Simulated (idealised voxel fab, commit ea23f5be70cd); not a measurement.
process module | voxel air gaps
cross-section cut | 270 nm wide | cells 5 nm
A cross-section is a grid of square cells, given in bands from the top down. A band is one or more rows of cells.
Each band's line starts with the height of the band's top and of its bottom, in nm. Then come its materials from left to right, each with its width in nm. One material with "throughout" fills the band from edge to edge. "air" is empty space.
Height 0 is the level under which the wafer as received is all one material. The lowest band goes on downwards, as in "0 down".
A width such as "30 to 40" changes by the same amount from each row of cells to the next, from the band's top row to its bottom row.
"no change" after a step means that no cell of the cross-section changed.
closed voids: empty space of 8 cells or more with no open way to the top, each as width x height at its distance from the left edge, in nm
after a step's settings: what the simulator itself notes on the step
overlay nm, on a step with a mask: how far to the right of its planned place the mask lay; to the left if negative
plan
1 op RECEIVE | material Si
2 op CONFORMAL_DEP | material SiO2 | thk nm 15
3 op CONFORMAL_DEP | material SiN | thk nm 5
4 op DIRECTIONAL_DEP | material lowk | thk nm 20
5 op PATTERN | tone open | mask id LINES | material resist | width nm 25 | pitch nm 50 | thk nm 15 | overlay nm 0
6 op DIRECTIONAL_ETCH | etch materials lowk | depth nm 30
7 op STRIP | etch materials resist
8 op CONFORMAL_DEP | material TiN | thk nm 5
9 op FILL_DEP | material Cu | thk nm 10
10 op CMP | height nm 50
11 op EPI | material Ru | thk nm 10
12 op SELECTIVE_ETCH | etch materials lowk | depth nm 40
13 op CONFORMAL_DEP | material SiCN | thk nm 5
varied across the wafers: thk nm of step 4. The plan shows the first wafer's value. All wafers start alike
first wafer as received, after step 1
  0 down: Si throughout
  closed voids: none
each wafer at the end: cells of each material gained (+) or lost (-) since it was received, then its closed voids
thk nm 20 | +102 Cu | +108 Ru | +54 SiCN | +54 SiN | +162 SiO2 | +86 TiN | +136 lowk | closed voids: none
thk nm 25 | +60 Cu | +108 Ru | +54 SiCN | +54 SiN | +162 SiO2 | +94 TiN | +170 lowk | closed voids: none
thk nm 30 | +60 Cu | +72 Ru | +138 SiCN | +54 SiN | +162 SiO2 | +60 TiN | closed voids: 15 x 20 at 75; 15 x 20 at 125; 15 x 20 at 175
